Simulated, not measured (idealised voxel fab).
process module | voxel transistor to metal
cross-section cut | 170 nm wide | cells 5 nm
A cross-section is a grid of square cells, given in bands from the top down. A band is one or more rows of cells.
Each band's line starts with the height of the band's top and of its bottom, in nm. Then come its materials from left to right, each with its width in nm. One material with "throughout" fills the band from edge to edge. "air" is empty space.
Height 0 is the level under which the wafer as received is all one material. The lowest band goes on downwards, as in "0 down".
A width such as "30 to 40" changes by the same amount from each row of cells to the next, from the band's top row to its bottom row.
"no change" after a step means that no cell of the cross-section changed.
closed voids: empty space of 8 cells or more with no open way to the top, each as width x height at its distance from the left edge, in nm
after a step's settings: what the simulator itself notes on the step
overlay nm, on a step with a mask: how far to the right of its planned place the mask lay; to the left if negative
plan
1 op RECEIVE | material Si
2 op OXIDIZE | depth nm 5
3 op CONFORMAL_DEP | material SiN | thk nm 10
4 op PATTERN | tone cover | mask id ACTIVE | material resist | width nm 95 | thk nm 20 | overlay nm 0
5 op DIRECTIONAL_ETCH | etch materials SiN | depth nm 10
6 op DIRECTIONAL_ETCH | etch materials SiO2 | depth nm 5
7 op DIRECTIONAL_ETCH | etch materials Si | depth nm 35
8 op STRIP | etch materials resist
9 op OXIDIZE | depth nm 5
10 op FILL_DEP | material SiO2 | thk nm 15
11 op CMP | height nm 10
12 op SELECTIVE_ETCH | etch materials SiO2 | depth nm 10
13 op STRIP | etch materials SiN
14 op SELECTIVE_ETCH | etch materials SiO2 | depth nm 5
15 op OXIDIZE | depth nm 5
16 op DIRECTIONAL_DEP | material polySi | thk nm 25
17 op DIRECTIONAL_DEP | material SiCN | thk nm 10
18 op MASKED_ETCH | tone cover | mask id GATE | width nm 25 | etch materials SiCN | depth nm 20 | overlay nm 0
19 op MASKED_ETCH | tone cover | mask id GATE | width nm 25 | etch materials polySi | depth nm 35 | overlay nm 0
20 op CONFORMAL_DEP | material SiO2 | thk nm 5
21 op DIRECTIONAL_ETCH | etch materials SiO2 | depth nm 5
22 op CONFORMAL_DEP | material SiN | thk nm 10
23 op DIRECTIONAL_ETCH | etch materials SiN | depth nm 10
24 op DIRECTIONAL_ETCH | etch materials SiO2 | depth nm 5
25 op EPI | material pSi | thk nm 5
26 op FILL_DEP | material SiO2 | thk nm 10
27 op CMP | height nm 20
28 op STRIP | etch materials polySi
29 op SELECTIVE_ETCH | etch materials SiO2 | depth nm 5
30 op CONFORMAL_DEP | material HfO2 | thk nm 5
31 op CONFORMAL_DEP | material TiN | thk nm 5
32 op FILL_DEP | material W | thk nm 10
33 op CMP | height nm 15
34 op DIRECTIONAL_DEP | material SiO2 | thk nm 15
35 op MASKED_ETCH | tone open | mask id CONTACT | width nm 15 | pitch nm 70 | etch materials SiO2 | depth nm 35 | overlay nm 0
36 op CONFORMAL_DEP | material TiN | thk nm 5
37 op FILL_DEP | material W | thk nm 10
38 op CMP | height nm 30
39 op CONFORMAL_DEP | material SiN | thk nm 5
40 op DIRECTIONAL_DEP | material lowk | thk nm 20
41 op MASKED_ETCH | tone open | mask id METAL_1 | width nm 15 | pitch nm 70 | etch materials lowk | depth nm 20 | overlay nm 0
42 op MASKED_ETCH | tone open | mask id METAL_1 | width nm 15 | pitch nm 70 | etch materials SiN | depth nm 5 | overlay nm 0
43 op CONFORMAL_DEP | material TiN | thk nm 5
44 op FILL_DEP | material W | thk nm 5
45 op CMP | height nm 55
46 op EPI | material Ru | thk nm 5
47 op FILL_DEP | material SiCN | thk nm 5
first wafer, as planned
as received, after step 1
  0 down: Si throughout
  closed voids: none
after step 2
  0 to -5: SiO2 throughout
  below -5: unchanged
after step 3
  10 to 0: SiN throughout
  below 0: unchanged
after step 4
  30 to 10: air 35 | resist 95 | air 40
  below 10: unchanged
after step 5
  30 to 10: air 35 | resist 95 | air 40
  10 to 0: air 35 | SiN 95 | air 40
  below 0: unchanged
after step 6
  30 to 10: air 35 | resist 95 | air 40
  10 to 0: air 35 | SiN 95 | air 40
  0 to -5: air 35 | SiO2 95 | air 40
  below -5: unchanged
after step 7
  30 to 10: air 35 | resist 95 | air 40
  10 to 0: air 35 | SiN 95 | air 40
  0 to -5: air 35 | SiO2 95 | air 40
  -5 to -40: air 35 | Si 95 | air 40
  below -40: unchanged
after step 8
  10 to 0: air 35 | SiN 95 | air 40
  below 0: unchanged
after step 9
  10 to 0: air 35 | SiN 95 | air 40
  0 to -5: air 35 | SiO2 95 | air 40
  -5 to -40: air 35 | SiO2 5 | Si 85 | SiO2 5 | air 40
  -40 to -45: SiO2 40 | Si 85 | SiO2 45
  below -45: unchanged
after step 10
  25 to 10: SiO2 throughout
  10 to 0: SiO2 35 | SiN 95 | SiO2 40
  0 to -5: SiO2 throughout
  -5 to -45: SiO2 40 | Si 85 | SiO2 45
  below -45: unchanged
after step 11
  10 to 0: SiO2 35 | SiN 95 | SiO2 40
  below 0: unchanged
after step 12
  10 to 0: air 35 | SiN 95 | air 40
  below 0: unchanged
after step 13
  0 to -5: SiO2 throughout
  below -5: unchanged
after step 14
  -5 to -45: SiO2 40 | Si 85 | SiO2 45
  below -45: unchanged
after step 15
  -5 to -10: SiO2 throughout
  below -10: unchanged
after step 16
  20 to -5: polySi throughout
  below -5: unchanged
after step 17
  30 to 20: SiCN throughout
  below 20: unchanged
after step 18
  30 to 20: air 70 | SiCN 25 | air 75
  below 20: unchanged
after step 19
  30 to 20: air 70 | SiCN 25 | air 75
  20 to -5: air 70 | polySi 25 | air 75
  below -5: unchanged
after step 20
  35 to 30: air 65 | SiO2 35 | air 70
  30 to 20: air 65 | SiO2 5 | SiCN 25 | SiO2 5 | air 70
  20 to 0: air 65 | SiO2 5 | polySi 25 | SiO2 5 | air 70
  0 to -5: SiO2 70 | polySi 25 | SiO2 75
  below -5: unchanged
after step 21
  30 to 20: air 65 | SiO2 5 | SiCN 25 | SiO2 5 | air 70
  20 to -5: air 65 | SiO2 5 | polySi 25 | SiO2 5 | air 70
  below -5: unchanged
after step 22
  40 to 30: air 55 | SiN 55 | air 60
  30 to 20: air 55 | SiN 10 | SiO2 5 | SiCN 25 | SiO2 5 | SiN 10 | air 60
  20 to 5: air 55 | SiN 10 | SiO2 5 | polySi 25 | SiO2 5 | SiN 10 | air 60
  5 to -5: SiN 65 | SiO2 5 | polySi 25 | SiO2 5 | SiN 70
  below -5: unchanged
after step 23
  30 to 20: air 55 | SiN 10 | SiO2 5 | SiCN 25 | SiO2 5 | SiN 10 | air 60
  20 to -5: air 55 | SiN 10 | SiO2 5 | polySi 25 | SiO2 5 | SiN 10 | air 60
  below -5: unchanged
after step 24
  30 to 25: air 55 | SiN 10 | air 5 | SiCN 25 | air 5 | SiN 10 | air 60
  25 to 20: air 55 | SiN 10 | SiO2 5 | SiCN 25 | SiO2 5 | SiN 10 | air 60
  20 to -5: air 55 | SiN 10 | SiO2 5 | polySi 25 | SiO2 5 | SiN 10 | air 60
  -5 to -10: air 55 | SiO2 55 | air 60
  below -10: unchanged
after step 25
  30 to 25: air 55 | SiN 10 | air 5 | SiCN 25 | air 5 | SiN 10 | air 60
  25 to 20: air 55 | SiN 10 | SiO2 5 | SiCN 25 | SiO2 5 | SiN 10 | air 60
  20 to -5: air 55 | SiN 10 | SiO2 5 | polySi 25 | SiO2 5 | SiN 10 | air 60
  -5 to -10: air 35 | pSi 20 | SiO2 55 | pSi 20 | air 40
  below -10: unchanged
after step 26
  40 to 30: SiO2 throughout
  30 to 20: SiO2 55 | SiN 10 | SiO2 5 | SiCN 25 | SiO2 5 | SiN 10 | SiO2 60
  20 to -5: SiO2 55 | SiN 10 | SiO2 5 | polySi 25 | SiO2 5 | SiN 10 | SiO2 60
  -5 to -10: SiO2 35 | pSi 20 | SiO2 55 | pSi 20 | SiO2 40
  below -10: unchanged
after step 27
  20 to -5: SiO2 55 | SiN 10 | SiO2 5 | polySi 25 | SiO2 5 | SiN 10 | SiO2 60
  below -5: unchanged
after step 28
  20 to -5: SiO2 55 | SiN 10 | SiO2 5 | air 25 | SiO2 5 | SiN 10 | SiO2 60
  below -5: unchanged
after step 29
  20 to 15: air 55 | SiN 10 | air 35 | SiN 10 | air 60
  15 to -5: SiO2 55 | SiN 10 | air 35 | SiN 10 | SiO2 60
  -5 to -10: SiO2 35 | pSi 20 | SiO2 10 | air 35 | SiO2 10 | pSi 20 | SiO2 40
  below -10: unchanged
after step 30
  25 to 20: air 50 | HfO2 20 | air 25 | HfO2 20 | air 55
  20 to 15: HfO2 55 | SiN 10 | HfO2 5 | air 25 | HfO2 5 | SiN 10 | HfO2 60
  15 to -5: SiO2 55 | SiN 10 | HfO2 5 | air 25 | HfO2 5 | SiN 10 | SiO2 60
  -5 to -10: SiO2 35 | pSi 20 | SiO2 10 | HfO2 35 | SiO2 10 | pSi 20 | SiO2 40
  below -10: unchanged
after step 31
  30 to 25: air 45 | TiN 30 | air 15 | TiN 30 | air 50
  25 to 20: TiN 50 | HfO2 20 | TiN 5 | air 15 | TiN 5 | HfO2 20 | TiN 55
  20 to 15: HfO2 55 | SiN 10 | HfO2 5 | TiN 5 | air 15 | TiN 5 | HfO2 5 | SiN 10 | HfO2 60
  15 to 0: SiO2 55 | SiN 10 | HfO2 5 | TiN 5 | air 15 | TiN 5 | HfO2 5 | SiN 10 | SiO2 60
  0 to -5: SiO2 55 | SiN 10 | HfO2 5 | TiN 25 | HfO2 5 | SiN 10 | SiO2 60
  below -5: unchanged
after step 32
  40 to 30: W throughout
  30 to 25: W 45 | TiN 30 | W 15 | TiN 30 | W 50
  25 to 20: TiN 50 | HfO2 20 | TiN 5 | W 15 | TiN 5 | HfO2 20 | TiN 55
  20 to 15: HfO2 55 | SiN 10 | HfO2 5 | TiN 5 | W 15 | TiN 5 | HfO2 5 | SiN 10 | HfO2 60
  15 to 0: SiO2 55 | SiN 10 | HfO2 5 | TiN 5 | W 15 | TiN 5 | HfO2 5 | SiN 10 | SiO2 60
  below 0: unchanged
after step 33
  15 to 0: SiO2 55 | SiN 10 | HfO2 5 | TiN 5 | W 15 | TiN 5 | HfO2 5 | SiN 10 | SiO2 60
  below 0: unchanged
after step 34
  30 to 15: SiO2 throughout
  below 15: unchanged
after step 35
  30 to 15: SiO2 40 | air 15 | SiO2 55 | air 15 | SiO2 45
  15 to 0: SiO2 40 | air 15 | SiN 10 | HfO2 5 | TiN 5 | W 15 | TiN 5 | HfO2 5 | SiN 10 | air 15 | SiO2 45
  0 to -5: SiO2 40 | air 15 | SiN 10 | HfO2 5 | TiN 25 | HfO2 5 | SiN 10 | air 15 | SiO2 45
  below -5: unchanged
after step 36
  35 to 30: TiN 45 | air 5 | TiN 65 | air 5 | TiN 50
  30 to 15: SiO2 40 | TiN 5 | air 5 | TiN 5 | SiO2 55 | TiN 5 | air 5 | TiN 5 | SiO2 45
  15 to 0: SiO2 40 | TiN 5 | air 5 | TiN 5 | SiN 10 | HfO2 5 | TiN 5 | W 15 | TiN 5 | HfO2 5 | SiN 10 | TiN 5 | air 5 | TiN 5 | SiO2 45
  0 to -5: SiO2 40 | TiN 15 | SiN 10 | HfO2 5 | TiN 25 | HfO2 5 | SiN 10 | TiN 15 | SiO2 45
  below -5: unchanged
after step 37
  45 to 35: W throughout
  35 to 30: TiN 45 | W 5 | TiN 65 | W 5 | TiN 50
  30 to 15: SiO2 40 | TiN 5 | W 5 | TiN 5 | SiO2 55 | TiN 5 | W 5 | TiN 5 | SiO2 45
  15 to 0: SiO2 40 | TiN 5 | W 5 | TiN 5 | SiN 10 | HfO2 5 | TiN 5 | W 15 | TiN 5 | HfO2 5 | SiN 10 | TiN 5 | W 5 | TiN 5 | SiO2 45
  below 0: unchanged
after step 38
  30 to 15: SiO2 40 | TiN 5 | W 5 | TiN 5 | SiO2 55 | TiN 5 | W 5 | TiN 5 | SiO2 45
  below 15: unchanged
after step 39
  35 to 30: SiN throughout
  below 30: unchanged
after step 40
  55 to 35: lowk throughout
  below 35: unchanged
after step 41
  55 to 35: lowk 40 | air 15 | lowk 55 | air 15 | lowk 45
  below 35: unchanged
after step 42
  55 to 35: lowk 40 | air 15 | lowk 55 | air 15 | lowk 45
  35 to 30: SiN 40 | air 15 | SiN 55 | air 15 | SiN 45
  below 30: unchanged
after step 43
  60 to 55: TiN 45 | air 5 | TiN 65 | air 5 | TiN 50
  55 to 35: lowk 40 | TiN 5 | air 5 | TiN 5 | lowk 55 | TiN 5 | air 5 | TiN 5 | lowk 45
  35 to 30: SiN 40 | TiN 15 | SiN 55 | TiN 15 | SiN 45
  below 30: unchanged
after step 44
  65 to 60: W throughout
  60 to 55: TiN 45 | W 5 | TiN 65 | W 5 | TiN 50
  55 to 35: lowk 40 | TiN 5 | W 5 | TiN 5 | lowk 55 | TiN 5 | W 5 | TiN 5 | lowk 45
  below 35: unchanged
after step 45
  55 to 35: lowk 40 | TiN 5 | W 5 | TiN 5 | lowk 55 | TiN 5 | W 5 | TiN 5 | lowk 45
  below 35: unchanged
after step 46
  60 to 55: air 35 | Ru 25 | air 45 | Ru 25 | air 40
  below 55: unchanged
after step 47
  65 to 60: SiCN throughout
  60 to 55: SiCN 35 | Ru 25 | SiCN 45 | Ru 25 | SiCN 40
  below 55: unchanged
second wafer: like start, like plan, one mistake. Through step 9 it matches the first wafer
when step 10 should have ended
  25 to 10: SiCN throughout
  10 to 0: SiCN 35 | SiN 95 | SiCN 40
  0 to -5: SiCN 35 | SiO2 95 | SiCN 40
  -5 to -40: SiCN 35 | SiO2 5 | Si 85 | SiO2 5 | SiCN 40
  below -40: unchanged
when step 11 should have ended
  10 to 0: SiCN 35 | SiN 95 | SiCN 40
  below 0: unchanged
when step 12 should have ended: no change
when step 13 should have ended
  10 to 0: SiCN 35 | air 95 | SiCN 40
  below 0: unchanged
when step 14 should have ended
  10 to -5: SiCN 35 | air 95 | SiCN 40
  below -5: unchanged
when step 15 should have ended
  10 to -5: SiCN 35 | air 95 | SiCN 40
  -5 to -10: SiCN 35 | SiO2 95 | SiCN 40
  below -10: unchanged
when step 16 should have ended
  35 to 20: polySi 35 | air 95 | polySi 40
  20 to 10: polySi throughout
  10 to -5: SiCN 35 | polySi 95 | SiCN 40
  below -5: unchanged
when step 17 should have ended
  45 to 35: SiCN 35 | air 95 | SiCN 40
  35 to 30: polySi 35 | air 95 | polySi 40
  30 to 20: polySi 35 | SiCN 95 | polySi 40
  below 20: unchanged
when step 18 should have ended
  35 to 30: polySi 35 | air 95 | polySi 40
  30 to 20: polySi 35 | air 35 | SiCN 25 | air 35 | polySi 40
  below 20: unchanged
when step 19 should have ended
  30 to 20: air 70 | SiCN 25 | air 75
  20 to 10: air 70 | polySi 25 | air 75
  10 to -5: SiCN 35 | air 35 | polySi 25 | air 35 | SiCN 40
  below -5: unchanged
when step 20 should have ended
  35 to 30: air 65 | SiO2 35 | air 70
  30 to 20: air 65 | SiO2 5 | SiCN 25 | SiO2 5 | air 70
  20 to 15: air 65 | SiO2 5 | polySi 25 | SiO2 5 | air 70
  15 to 10: SiO2 40 | air 25 | SiO2 5 | polySi 25 | SiO2 5 | air 25 | SiO2 45
  10 to 0: SiCN 35 | SiO2 5 | air 25 | SiO2 5 | polySi 25 | SiO2 5 | air 25 | SiO2 5 | SiCN 40
  0 to -5: SiCN 35 | SiO2 35 | polySi 25 | SiO2 35 | SiCN 40
  below -5: unchanged
when step 21 should have ended
  30 to 20: air 65 | SiO2 5 | SiCN 25 | SiO2 5 | air 70
  20 to 10: air 65 | SiO2 5 | polySi 25 | SiO2 5 | air 70
  10 to -5: SiCN 35 | SiO2 5 | air 25 | SiO2 5 | polySi 25 | SiO2 5 | air 25 | SiO2 5 | SiCN 40
  below -5: unchanged
when step 22 should have ended
  40 to 30: air 55 | SiN 55 | air 60
  30 to 20: air 55 | SiN 10 | SiO2 5 | SiCN 25 | SiO2 5 | SiN 10 | air 60
  20 to 10: SiN 50 | air 5 | SiN 10 | SiO2 5 | polySi 25 | SiO2 5 | SiN 10 | air 5 | SiN 55
  10 to 5: SiCN 35 | SiO2 5 | SiN 10 | air 5 | SiN 10 | SiO2 5 | polySi 25 | SiO2 5 | SiN 10 | air 5 | SiN 10 | SiO2 5 | SiCN 40
  5 to -5: SiCN 35 | SiO2 5 | SiN 25 | SiO2 5 | polySi 25 | SiO2 5 | SiN 25 | SiO2 5 | SiCN 40
  below -5: unchanged
when step 23 should have ended
  30 to 20: air 55 | SiN 10 | SiO2 5 | SiCN 25 | SiO2 5 | SiN 10 | air 60
  20 to 10: air 55 | SiN 10 | SiO2 5 | polySi 25 | SiO2 5 | SiN 10 | air 60
  10 to -5: SiCN 35 | SiO2 5 | SiN 10 | air 5 | SiN 10 | SiO2 5 | polySi 25 | SiO2 5 | SiN 10 | air 5 | SiN 10 | SiO2 5 | SiCN 40
  below -5: unchanged
when step 24 should have ended
  30 to 25: air 55 | SiN 10 | air 5 | SiCN 25 | air 5 | SiN 10 | air 60
  25 to 20: air 55 | SiN 10 | SiO2 5 | SiCN 25 | SiO2 5 | SiN 10 | air 60
  20 to 10: air 55 | SiN 10 | SiO2 5 | polySi 25 | SiO2 5 | SiN 10 | air 60
  10 to 5: SiCN 35 | air 5 | SiN 10 | air 5 | SiN 10 | SiO2 5 | polySi 25 | SiO2 5 | SiN 10 | air 5 | SiN 10 | air 5 | SiCN 40
  5 to -5: SiCN 35 | SiO2 5 | SiN 10 | air 5 | SiN 10 | SiO2 5 | polySi 25 | SiO2 5 | SiN 10 | air 5 | SiN 10 | SiO2 5 | SiCN 40
  -5 to -10: SiCN 35 | SiO2 15 | air 5 | SiO2 55 | air 5 | SiO2 15 | SiCN 40
  below -10: unchanged
when step 25 should have ended
  30 to 25: air 55 | SiN 10 | air 5 | SiCN 25 | air 5 | SiN 10 | air 60
  25 to 20: air 55 | SiN 10 | SiO2 5 | SiCN 25 | SiO2 5 | SiN 10 | air 60
  20 to 10: air 55 | SiN 10 | SiO2 5 | polySi 25 | SiO2 5 | SiN 10 | air 60
  10 to 5: SiCN 35 | air 5 | SiN 10 | air 5 | SiN 10 | SiO2 5 | polySi 25 | SiO2 5 | SiN 10 | air 5 | SiN 10 | air 5 | SiCN 40
  5 to -5: SiCN 35 | SiO2 5 | SiN 10 | air 5 | SiN 10 | SiO2 5 | polySi 25 | SiO2 5 | SiN 10 | air 5 | SiN 10 | SiO2 5 | SiCN 40
  -5 to -10: SiCN 35 | SiO2 15 | pSi 5 | SiO2 55 | pSi 5 | SiO2 15 | SiCN 40
  below -10: unchanged
when step 26 should have ended
  40 to 30: SiO2 throughout
  30 to 20: SiO2 55 | SiN 10 | SiO2 5 | SiCN 25 | SiO2 5 | SiN 10 | SiO2 60
  20 to 10: SiO2 55 | SiN 10 | SiO2 5 | polySi 25 | SiO2 5 | SiN 10 | SiO2 60
  10 to -5: SiCN 35 | SiO2 5 | SiN 10 | SiO2 5 | SiN 10 | SiO2 5 | polySi 25 | SiO2 5 | SiN 10 | SiO2 5 | SiN 10 | SiO2 5 | SiCN 40
  below -5: unchanged
when step 27 should have ended
  20 to 10: SiO2 55 | SiN 10 | SiO2 5 | polySi 25 | SiO2 5 | SiN 10 | SiO2 60
  below 10: unchanged
when step 28 should have ended
  20 to 10: SiO2 55 | SiN 10 | SiO2 5 | air 25 | SiO2 5 | SiN 10 | SiO2 60
  10 to -5: SiCN 35 | SiO2 5 | SiN 10 | SiO2 5 | SiN 10 | SiO2 5 | air 25 | SiO2 5 | SiN 10 | SiO2 5 | SiN 10 | SiO2 5 | SiCN 40
  below -5: unchanged
when step 29 should have ended
  20 to 15: air 55 | SiN 10 | air 35 | SiN 10 | air 60
  15 to 10: SiO2 55 | SiN 10 | air 35 | SiN 10 | SiO2 60
  10 to -5: SiCN 35 | SiO2 5 | SiN 10 | SiO2 5 | SiN 10 | air 35 | SiN 10 | SiO2 5 | SiN 10 | SiO2 5 | SiCN 40
  -5 to -10: SiCN 35 | SiO2 15 | pSi 5 | SiO2 10 | air 35 | SiO2 10 | pSi 5 | SiO2 15 | SiCN 40
  below -10: unchanged
when step 30 should have ended
  25 to 20: air 50 | HfO2 20 | air 25 | HfO2 20 | air 55
  20 to 15: HfO2 55 | SiN 10 | HfO2 5 | air 25 | HfO2 5 | SiN 10 | HfO2 60
  15 to 10: SiO2 55 | SiN 10 | HfO2 5 | air 25 | HfO2 5 | SiN 10 | SiO2 60
  10 to -5: SiCN 35 | SiO2 5 | SiN 10 | SiO2 5 | SiN 10 | HfO2 5 | air 25 | HfO2 5 | SiN 10 | SiO2 5 | SiN 10 | SiO2 5 | SiCN 40
  -5 to -10: SiCN 35 | SiO2 15 | pSi 5 | SiO2 10 | HfO2 35 | SiO2 10 | pSi 5 | SiO2 15 | SiCN 40
  below -10: unchanged
when step 31 should have ended
  30 to 25: air 45 | TiN 30 | air 15 | TiN 30 | air 50
  25 to 20: TiN 50 | HfO2 20 | TiN 5 | air 15 | TiN 5 | HfO2 20 | TiN 55
  20 to 15: HfO2 55 | SiN 10 | HfO2 5 | TiN 5 | air 15 | TiN 5 | HfO2 5 | SiN 10 | HfO2 60
  15 to 10: SiO2 55 | SiN 10 | HfO2 5 | TiN 5 | air 15 | TiN 5 | HfO2 5 | SiN 10 | SiO2 60
  10 to 0: SiCN 35 | SiO2 5 | SiN 10 | SiO2 5 | SiN 10 | HfO2 5 | TiN 5 | air 15 | TiN 5 | HfO2 5 | SiN 10 | SiO2 5 | SiN 10 | SiO2 5 | SiCN 40
  0 to -5: SiCN 35 | SiO2 5 | SiN 10 | SiO2 5 | SiN 10 | HfO2 5 | TiN 25 | HfO2 5 | SiN 10 | SiO2 5 | SiN 10 | SiO2 5 | SiCN 40
  below -5: unchanged
when step 32 should have ended
  40 to 30: W throughout
  30 to 25: W 45 | TiN 30 | W 15 | TiN 30 | W 50
  25 to 20: TiN 50 | HfO2 20 | TiN 5 | W 15 | TiN 5 | HfO2 20 | TiN 55
  20 to 15: HfO2 55 | SiN 10 | HfO2 5 | TiN 5 | W 15 | TiN 5 | HfO2 5 | SiN 10 | HfO2 60
  15 to 10: SiO2 55 | SiN 10 | HfO2 5 | TiN 5 | W 15 | TiN 5 | HfO2 5 | SiN 10 | SiO2 60
  10 to 0: SiCN 35 | SiO2 5 | SiN 10 | SiO2 5 | SiN 10 | HfO2 5 | TiN 5 | W 15 | TiN 5 | HfO2 5 | SiN 10 | SiO2 5 | SiN 10 | SiO2 5 | SiCN 40
  below 0: unchanged
when step 33 should have ended
  15 to 10: SiO2 55 | SiN 10 | HfO2 5 | TiN 5 | W 15 | TiN 5 | HfO2 5 | SiN 10 | SiO2 60
  below 10: unchanged
when step 34 should have ended
  30 to 15: SiO2 throughout
  below 15: unchanged
when step 35 should have ended
  30 to 15: SiO2 40 | air 15 | SiO2 55 | air 15 | SiO2 45
  15 to 10: SiO2 40 | air 15 | SiN 10 | HfO2 5 | TiN 5 | W 15 | TiN 5 | HfO2 5 | SiN 10 | air 15 | SiO2 45
  10 to 0: SiCN 35 | SiO2 5 | SiN 10 | air 5 | SiN 10 | HfO2 5 | TiN 5 | W 15 | TiN 5 | HfO2 5 | SiN 10 | air 5 | SiN 10 | SiO2 5 | SiCN 40
  0 to -5: SiCN 35 | SiO2 5 | SiN 10 | air 5 | SiN 10 | HfO2 5 | TiN 25 | HfO2 5 | SiN 10 | air 5 | SiN 10 | SiO2 5 | SiCN 40
  below -5: unchanged
when step 36 should have ended
  35 to 30: TiN 45 | air 5 | TiN 65 | air 5 | TiN 50
  30 to 15: SiO2 40 | TiN 5 | air 5 | TiN 5 | SiO2 55 | TiN 5 | air 5 | TiN 5 | SiO2 45
  15 to 10: SiO2 40 | TiN 15 | SiN 10 | HfO2 5 | TiN 5 | W 15 | TiN 5 | HfO2 5 | SiN 10 | TiN 15 | SiO2 45
  10 to 0: SiCN 35 | SiO2 5 | SiN 10 | TiN 5 | SiN 10 | HfO2 5 | TiN 5 | W 15 | TiN 5 | HfO2 5 | SiN 10 | TiN 5 | SiN 10 | SiO2 5 | SiCN 40
  0 to -5: SiCN 35 | SiO2 5 | SiN 10 | TiN 5 | SiN 10 | HfO2 5 | TiN 25 | HfO2 5 | SiN 10 | TiN 5 | SiN 10 | SiO2 5 | SiCN 40
  below -5: unchanged
when step 37 should have ended
  45 to 35: W throughout
  35 to 30: TiN 45 | W 5 | TiN 65 | W 5 | TiN 50
  30 to 15: SiO2 40 | TiN 5 | W 5 | TiN 5 | SiO2 55 | TiN 5 | W 5 | TiN 5 | SiO2 45
  below 15: unchanged
when step 38 should have ended
  30 to 15: SiO2 40 | TiN 5 | W 5 | TiN 5 | SiO2 55 | TiN 5 | W 5 | TiN 5 | SiO2 45
  below 15: unchanged
when step 39 should have ended
  35 to 30: SiN throughout
  below 30: unchanged
when step 40 should have ended
  55 to 35: lowk throughout
  below 35: unchanged
when step 41 should have ended
  55 to 35: lowk 40 | air 15 | lowk 55 | air 15 | lowk 45
  below 35: unchanged
when step 42 should have ended
  55 to 35: lowk 40 | air 15 | lowk 55 | air 15 | lowk 45
  35 to 30: SiN 40 | air 15 | SiN 55 | air 15 | SiN 45
  below 30: unchanged
when step 43 should have ended
  60 to 55: TiN 45 | air 5 | TiN 65 | air 5 | TiN 50
  55 to 35: lowk 40 | TiN 5 | air 5 | TiN 5 | lowk 55 | TiN 5 | air 5 | TiN 5 | lowk 45
  35 to 30: SiN 40 | TiN 15 | SiN 55 | TiN 15 | SiN 45
  below 30: unchanged
when step 44 should have ended
  65 to 60: W throughout
  60 to 55: TiN 45 | W 5 | TiN 65 | W 5 | TiN 50
  55 to 35: lowk 40 | TiN 5 | W 5 | TiN 5 | lowk 55 | TiN 5 | W 5 | TiN 5 | lowk 45
  below 35: unchanged
when step 45 should have ended
  55 to 35: lowk 40 | TiN 5 | W 5 | TiN 5 | lowk 55 | TiN 5 | W 5 | TiN 5 | lowk 45
  below 35: unchanged
when step 46 should have ended
  60 to 55: air 35 | Ru 25 | air 45 | Ru 25 | air 40
  below 55: unchanged
when step 47 should have ended
  65 to 60: SiCN throughout
  60 to 55: SiCN 35 | Ru 25 | SiCN 45 | Ru 25 | SiCN 40
  below 55: unchanged
what went wrong: step 10 ran as: op FILL_DEP | material SiCN | thk nm 15
at the end the second wafer has, in cells: 150 more of SiCN | 12 more of SiN | 144 fewer of SiO2 | 6 fewer of TiN | 6 fewer of W | 6 fewer of pSi
